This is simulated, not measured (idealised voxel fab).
Process module, titled voxel double patterning
This is section cut - it's 225 nm across, gridded in 5 nm square cells.
Think of the cross-section as a grid of square cells. We describe it in bands, top to bottom, and each band covers one or more rows of those cells. The band entry comprises the height of the band's top followed by the height of its bottom, expressed in nm, and subsequently the band's materials from left to right, each stated together with its width in nm. Where a single material is marked with the word "all across", that material fills the band from edge to edge. The word "blank" represents empty space. The level at which height equals 0 is the one under which the wafer, as it arrives, is entirely one material. No lower edge exists for the bottom band, which continues downward and is notated as in "top 0, no bottom". A two-number width, for instance "30..40", indicates that the width is equal to the first number in the top row of the band and to the second number in the bottom row, and that it changes by a constant amount per row of cells. Where the words "no alterations made" appear for a step, the cross-section shows no cell changed by that step; every cell remained as before. This entry, "Sealed-off cavities", enumerates those empty regions of no fewer than 8 cells that possess no open connection to the top. Each region is reported in the form width x height at distance, the distance being taken from the left edge, with all three quantities expressed in nm. Whatever follows a step's settings on its line is a remark the simulator itself makes about that step. Among the settings permitted on a step's line is "overlay nm"; applied to a step with a mask, it specifies the extent to which the mask lay to the right of its planned position, whereas a negative figure signifies a position to the left.
-- Listed below are the process steps as planned
1: RECEIVE (material Si)
2: CONFORMAL_DEP (material SiN; thk nm 5)
3: DIRECTIONAL_DEP (material SiO2; thk nm 15)
4: DIRECTIONAL_DEP (material SiCN; thk nm 10)
5: PATTERN (tone open; mask id FIRST; material resist; width nm 15; pitch nm 50; thk nm 15; overlay nm 0)
6: DIRECTIONAL_ETCH (etch materials SiCN; depth nm 10)
7: STRIP (etch materials resist)
8: MASKED_ETCH (tone open; mask id SECOND; width nm 15; pitch nm 50; etch materials SiCN; depth nm 10; overlay nm 0)
9: DIRECTIONAL_ETCH (etch materials SiO2; depth nm 15)
10: STRIP (etch materials SiCN)
-- First of two wafers, with the run carried out as planned
-- As-received wafer cross-section (after step 1)
- top 0, no bottom: Si all across
- Sealed-off cavities: none
-- Cross-sectional representation of the wafer at the conclusion of step 2
- top 5, bottom 0: SiN all across
- Heights below 0 show no change.
-- Cross-sectional representation of the wafer at the conclusion of step 3
- top 20, bottom 5: SiO2 all across
- Heights below 5 show no change.
-- Cross-sectional representation of the wafer at the conclusion of step 4
- top 30, bottom 20: SiCN all across
- Heights below 20 show no change.
-- Cross-sectional representation of the wafer at the conclusion of step 5
- top 45, bottom 30: resist (55) / blank (15) / resist (35) / blank (15) / resist (35) / blank (15) / resist (55)
- Heights below 30 show no change.
-- Cross-sectional representation of the wafer at the conclusion of step 6
- top 45, bottom 30: resist (55) / blank (15) / resist (35) / blank (15) / resist (35) / blank (15) / resist (55)
- top 30, bottom 20: SiCN (55) / blank (15) / SiCN (35) / blank (15) / SiCN (35) / blank (15) / SiCN (55)
- Heights below 20 show no change.
-- Cross-sectional representation of the wafer at the conclusion of step 7
- top 30, bottom 20: SiCN (55) / blank (15) / SiCN (35) / blank (15) / SiCN (35) / blank (15) / SiCN (55)
- Heights below 20 show no change.
-- Cross-sectional representation of the wafer at the conclusion of step 8
- top 30, bottom 20: SiCN (55) / blank (15) / SiCN (10) / blank (15) / SiCN (10) / blank (15) / SiCN (10) / blank (15) / SiCN (10) / blank (15) / SiCN (55)
- Heights below 20 show no change.
-- Cross-sectional representation of the wafer at the conclusion of step 9
- top 30, bottom 20: SiCN (55) / blank (15) / SiCN (10) / blank (15) / SiCN (10) / blank (15) / SiCN (10) / blank (15) / SiCN (10) / blank (15) / SiCN (55)
- top 20, bottom 5: SiO2 (55) / blank (15) / SiO2 (10) / blank (15) / SiO2 (10) / blank (15) / SiO2 (10) / blank (15) / SiO2 (10) / blank (15) / SiO2 (55)
- Heights below 5 show no change.
-- Cross-sectional representation of the wafer at the conclusion of step 10
- top 20, bottom 5: SiO2 (55) / blank (15) / SiO2 (10) / blank (15) / SiO2 (10) / blank (15) / SiO2 (10) / blank (15) / SiO2 (10) / blank (15) / SiO2 (55)
- Heights below 5 show no change.
-- Notes, second wafer: start = first wafer's, plan = first wafer's, execution had one mistake; history identical to first through step 1
-- Cross-section: second wafer, time at which step 2 was scheduled to end
- top 15, bottom 0: SiO2 all across
- Heights below 0 show no change.
-- Cross-section: second wafer, time at which step 3 was scheduled to end
- top 20, bottom 15: SiN all across
- Heights below 15 show no change.
-- Cross-section: second wafer, time at which step 4 was scheduled to end
- top 30, bottom 20: SiCN all across
- Heights below 20 show no change.
-- Cross-section: second wafer, time at which step 5 was scheduled to end
- top 45, bottom 30: resist (55) / blank (15) / resist (35) / blank (15) / resist (35) / blank (15) / resist (55)
- Heights below 30 show no change.
-- Cross-section: second wafer, time at which step 6 was scheduled to end
- top 45, bottom 30: resist (55) / blank (15) / resist (35) / blank (15) / resist (35) / blank (15) / resist (55)
- top 30, bottom 20: SiCN (55) / blank (15) / SiCN (35) / blank (15) / SiCN (35) / blank (15) / SiCN (55)
- Heights below 20 show no change.
-- Cross-section: second wafer, time at which step 7 was scheduled to end
- top 30, bottom 20: SiCN (55) / blank (15) / SiCN (35) / blank (15) / SiCN (35) / blank (15) / SiCN (55)
- Heights below 20 show no change.
-- Cross-section: second wafer, time at which step 8 was scheduled to end
- top 30, bottom 20: SiCN (55) / blank (15) / SiCN (10) / blank (15) / SiCN (10) / blank (15) / SiCN (10) / blank (15) / SiCN (10) / blank (15) / SiCN (55)
- Heights below 20 show no change.
Cross-section: second wafer, time at which step 9 was scheduled to end: no alterations made
-- Cross-section: second wafer, time at which step 10 was scheduled to end
- top 20, bottom 15: SiN all across
- Heights below 15 show no change.
Where did the run depart from the plan? so 2 and 3 got swapped relative to the plan, each ran where the other was supposed to
Upon completion, the second wafer contains, in terms of cells, a greater or smaller amount of certain materials than the first wafer: SiO2: 45 more
